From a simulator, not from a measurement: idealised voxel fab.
The process module that follows is named voxel wiring stack.
In the cross-section labelled cut, the width is 300 nm and each square cell is 5 nm.
Heads up, the way a cross-section reads in here is a grid of square cells, handed over as bands from the top down, with every band being one or more rows of cells.
Per band: top height and bottom height in nm, followed by the left-to-right materials and their widths in nm; "full width" marks a single material spanning edge to edge, "blank" marks empty space.
Heads up on the height convention: 0 is the point under which the incoming wafer is all one material, and the lowest band has no bottom, it just keeps going down, like "top 0, no bottom".
A two-number width, for instance "30->40", indicates that the width is equal to the first number in the top row of the band and to the second number in the bottom row, and that it changes by a constant amount per row of cells.
Step note "nothing different" = no cross-section cell changed.
Any empty space of 8 cells or more lacking an open way to the top shows up in "Enclosed cavities" as width x height at distance, distance from the left edge, in nm.
Read whatever lies past the settings on a step's line as the simulator's own remark about the step.
overlay nm: on a step with a mask, how far right of its planned place the mask lay; negative means left.

INTENDED PROCESS STEPS
- 1: RECEIVE, material Si
- 2: CONFORMAL_DEP, material SiO2, thk nm 15
- 3: DIRECTIONAL_DEP, material TiN, thk nm 5
- 4: DIRECTIONAL_DEP, material W, thk nm 25
- 5: DIRECTIONAL_DEP, material aC, thk nm 15
- 6: PATTERN, tone cover, mask id METAL_1, material resist, width nm 20, pitch nm 35, thk nm 30, overlay nm 0
- 7: DIRECTIONAL_ETCH, etch materials aC, depth nm 15
- 8: STRIP, etch materials resist
- 9: DIRECTIONAL_ETCH, etch materials W, depth nm 25
- 10: DIRECTIONAL_ETCH, etch materials TiN, depth nm 5
- 11: STRIP, etch materials aC
- 12: FILL_DEP, material SiO2, thk nm 10
- 13: CMP, height nm 45
- 14: CONFORMAL_DEP, material SiCN, thk nm 5
- 15: DIRECTIONAL_DEP, material lowk, thk nm 20
- 16: PATTERN, tone open, mask id PLUG_1, material resist, width nm 15, thk nm 20, overlay nm 0
- 17: DIRECTIONAL_ETCH, etch materials lowk, depth nm 20
- 18: DIRECTIONAL_ETCH, etch materials SiCN, depth nm 5
- 19: STRIP, etch materials resist
- 20: EPI, material Ru, thk nm 10
- 21: EPI, material Ru, thk nm 10
- 22: EPI, material Ru, thk nm 5
- 23: DIRECTIONAL_DEP, material TiN, thk nm 5
- 24: DIRECTIONAL_DEP, material W, thk nm 25
- 25: DIRECTIONAL_DEP, material aC, thk nm 15
- 26: PATTERN, tone cover, mask id METAL_2, material resist, width nm 20, pitch nm 35, thk nm 35, overlay nm 0
- 27: DIRECTIONAL_ETCH, etch materials aC, depth nm 15
- 28: STRIP, etch materials resist
- 29: DIRECTIONAL_ETCH, etch materials W, depth nm 25
- 30: DIRECTIONAL_ETCH, etch materials TiN, depth nm 5
- 31: STRIP, etch materials aC
- 32: CONFORMAL_DEP, material SiN, thk nm 5
- 33: FILL_DEP, material SiO2, thk nm 5
- 34: CMP, height nm 100
- 35: CONFORMAL_DEP, material SiCN, thk nm 5
- 36: DIRECTIONAL_DEP, material SiO2, thk nm 20
- 37: PATTERN, tone open, mask id PLUG_2, material resist, width nm 15, thk nm 20, overlay nm 0
- 38: DIRECTIONAL_ETCH, etch materials SiO2, depth nm 20
- 39: DIRECTIONAL_ETCH, etch materials SiCN, depth nm 5
- 40: STRIP, etch materials resist
- 41: EPI, material Ru, thk nm 10
- 42: EPI, material Ru, thk nm 10
- 43: EPI, material Ru, thk nm 5
- 44: DIRECTIONAL_DEP, material TiN, thk nm 5
- 45: DIRECTIONAL_DEP, material Ru, thk nm 15
- 46: MASKED_ETCH, tone cover, mask id METAL_3, width nm 20, pitch nm 35, etch materials Ru, depth nm 15, overlay nm 0
- 47: MASKED_ETCH, tone cover, mask id METAL_3, width nm 20, pitch nm 35, etch materials TiN, depth nm 5, overlay nm 0
- 48: CONFORMAL_DEP, material SiCN, thk nm 5
- 49: FILL_DEP, material SiO2, thk nm 5
- 50: CMP, height nm 145
- 51: CONFORMAL_DEP, material SiCN, thk nm 5

AS RECEIVED (POST STEP 1): CROSS-SECTION
- top 0, no bottom: Si full width
- Enclosed cavities: none

CROSS-SECTION AT MODULE END, ONE RUN ERROR; START AND PLAN UNCHANGED FROM ABOVE
- top 150, bottom 145: SiCN full width
- top 145, bottom 140: 115 of SiO2, 5 of SiCN, 20 of Ru, 5 of SiCN, 5 of SiO2, 30 of SiCN, 120 of SiO2
- top 140, bottom 130: 115 of SiO2, 5 of SiCN, 20 of Ru, 5 of SiCN, 5 of SiO2, 5 of SiCN, 20 of Ru, 5 of SiCN, 120 of SiO2
- top 130, bottom 125: 110 of SiO2, 10 of SiCN, 20 of TiN, 5 of SiCN, 5 of SiO2, 5 of SiCN, 20 of Ru, 5 of SiCN, 120 of SiO2
- top 125, bottom 120: 115 of SiCN, 25 of Ru, 15 of SiCN, 20 of TiN, 125 of SiCN
- top 120, bottom 105: 120 of SiO2, 15 of Ru, 165 of SiO2
- top 105, bottom 100: 120 of SiCN, 15 of Ru, 165 of SiCN
- top 100, bottom 75: 115 of SiO2, 5 of SiN, 20 of W, 5 of SiN, 5 of SiO2, 5 of SiN, 20 of W, 5 of SiN, 120 of SiO2
- top 75, bottom 70: 120 of SiN, 20 of TiN, 15 of SiN, 20 of TiN, 125 of SiN
- top 70, bottom 50: 120 of lowk, 15 of Ru, 165 of lowk
- top 50, bottom 45: 120 of SiCN, 15 of Ru, 165 of SiCN
- top 45, bottom 20: 120 of SiO2, 20 of W, 15 of SiO2, 20 of W, 125 of SiO2
- top 20, bottom 15: 120 of SiO2, 20 of TiN, 15 of SiO2, 20 of TiN, 125 of SiO2
- top 15, bottom 0: SiO2 full width
- top 0, no bottom: Si full width
- Enclosed cavities: none
what went wrong: step 36 ran with different settings than intended, the actual operation and settings being DIRECTIONAL_DEP, material SiO2, thk nm 15
